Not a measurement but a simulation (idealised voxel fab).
process module | voxel capacitor over wiring
cross-section cut | 155 nm wide | cells 5 nm
A cross-section is a grid of square cells, given in bands from the top down. A band is one or more rows of cells.
Each band's line starts with the height of the band's top and of its bottom, in nm. Then come its materials from left to right, each with its width in nm. One material with "throughout" fills the band from edge to edge. "air" is empty space.
Height 0 is the level under which the wafer as received is all one material. The lowest band goes on downwards, as in "0 down".
A width such as "30 to 40" changes by the same amount from each row of cells to the next, from the band's top row to its bottom row.
"no change" after a step means that no cell of the cross-section changed.
closed voids: empty space of 8 cells or more with no open way to the top, each as width x height at its distance from the left edge, in nm
after a step's settings: what the simulator itself notes on the step
overlay nm, on a step with a mask: how far to the right of its planned place the mask lay; to the left if negative
plan
1 op RECEIVE | material Si
2 op CONFORMAL_DEP | material SiO2 | thk nm 15
3 op CONFORMAL_DEP | material SiCN | thk nm 5
4 op DIRECTIONAL_DEP | material SiO2 | thk nm 20
5 op DIRECTIONAL_DEP | material aC | thk nm 10
6 op PATTERN | tone open | mask id METAL_1 | material resist | width nm 30 | pitch nm 85 | thk nm 30 | overlay nm 0
7 op DIRECTIONAL_ETCH | etch materials aC | depth nm 10
8 op STRIP | etch materials resist
9 op DIRECTIONAL_ETCH | etch materials SiO2 | depth nm 20
10 op DIRECTIONAL_ETCH | etch materials SiCN | depth nm 5
11 op STRIP | etch materials aC
12 op CONFORMAL_DEP | material TiN | thk nm 5
13 op FILL_DEP | material Cu | thk nm 10
14 op CMP | height nm 40
15 op EPI | material Ru | thk nm 5
16 op FILL_DEP | material SiCN | thk nm 5
17 op DIRECTIONAL_DEP | material lowk | thk nm 20
18 op DIRECTIONAL_DEP | material aC | thk nm 10
19 op PATTERN | tone open | mask id PLUG_1 | material resist | width nm 15 | thk nm 30 | overlay nm 0
20 op DIRECTIONAL_ETCH | etch materials aC | depth nm 10
21 op STRIP | etch materials resist
22 op DIRECTIONAL_ETCH | etch materials lowk | depth nm 20
23 op DIRECTIONAL_ETCH | etch materials SiCN | depth nm 5
24 op STRIP | etch materials aC
25 op EPI | material Ru | thk nm 10
26 op EPI | material Ru | thk nm 10
27 op EPI | material Ru | thk nm 5
28 op DIRECTIONAL_DEP | material TiN | thk nm 5
29 op DIRECTIONAL_DEP | material HfO2 | thk nm 5
30 op DIRECTIONAL_DEP | material TiN | thk nm 5
31 op PATTERN | tone cover | mask id UPPER_PLATE | material resist | width nm 60 | thk nm 15 | overlay nm 0
32 op DIRECTIONAL_ETCH | etch materials TiN | depth nm 5
33 op DIRECTIONAL_ETCH | etch materials HfO2 | depth nm 5
34 op STRIP | etch materials resist
35 op DIRECTIONAL_DEP | material aC | thk nm 15
36 op PATTERN | tone cover | mask id LOWER_PLATE | material resist | width nm 70 | thk nm 35 | overlay nm 0
37 op DIRECTIONAL_ETCH | etch materials aC | depth nm 15
38 op STRIP | etch materials resist
39 op DIRECTIONAL_ETCH | etch materials TiN | depth nm 5
40 op STRIP | etch materials aC
41 op FILL_DEP | material SiO2 | thk nm 15
42 op CMP | height nm 95
43 op MASKED_ETCH | tone open | mask id PLUG_2 | width nm 15 | etch materials SiO2 | depth nm 10 | overlay nm 0
44 op CONFORMAL_DEP | material TiN | thk nm 5
45 op FILL_DEP | material W | thk nm 10
46 op CMP | height nm 95
47 op CONFORMAL_DEP | material SiCN | thk nm 5
as received, after step 1
  0 down: Si throughout
  closed voids: none
first wafer at the end, as planned
  100 to 95: SiCN throughout
  95 to 90: SiO2 45 | TiN 5 | W 5 | TiN 5 | SiO2 95
  90 to 80: SiO2 45 to 35 | TiN 15 to 60 | SiO2 95 to 60
  80 to 75: SiO2 35 | HfO2 60 | SiO2 60
  75 to 70: SiO2 30 | TiN 70 | SiO2 55
  70 to 50: lowk 35 | Ru 15 | lowk 105
  50 to 45: SiCN 35 | Ru 15 | SiCN 105
  45 to 40: SiCN 15 | Ru 40 | SiCN 45 | Ru 40 | SiCN 15
  40 to 20: SiO2 20 | TiN 5 | Cu 20 | TiN 5 | SiO2 55 | TiN 5 | Cu 20 | TiN 5 | SiO2 20
  20 to 15: SiCN 20 | TiN 30 | SiCN 55 | TiN 30 | SiCN 20
  15 to 0: SiO2 throughout
  0 down: Si throughout
  closed voids: none
second wafer at the end: like start, like plan, one mistake
  100 to 95: SiCN throughout
  95 to 90: SiO2 45 | TiN 5 | W 5 | TiN 5 | SiO2 95
  90 to 80: SiO2 45 to 35 | TiN 15 to 60 | SiO2 95 to 60
  80 to 75: SiO2 35 | HfO2 60 | SiO2 60
  75 to 70: SiO2 30 | TiN 70 | SiO2 55
  70 to 50: lowk 35 | Ru 15 | lowk 105
  50 to 45: SiCN 35 | Ru 15 | SiCN 105
  45 to 40: SiCN 15 | Ru 40 | SiCN 45 | Ru 40 | SiCN 15
  40 to 35: SiCN 20 | TiN 30 | SiCN 55 | TiN 30 | SiCN 20
  35 to 0: SiO2 throughout
  0 down: Si throughout
  closed voids: none
what went wrong: steps 3 and 4 were swapped
at the end the second wafer has, in cells: 32 fewer of Cu | 48 more of SiO2 | 16 fewer of TiN
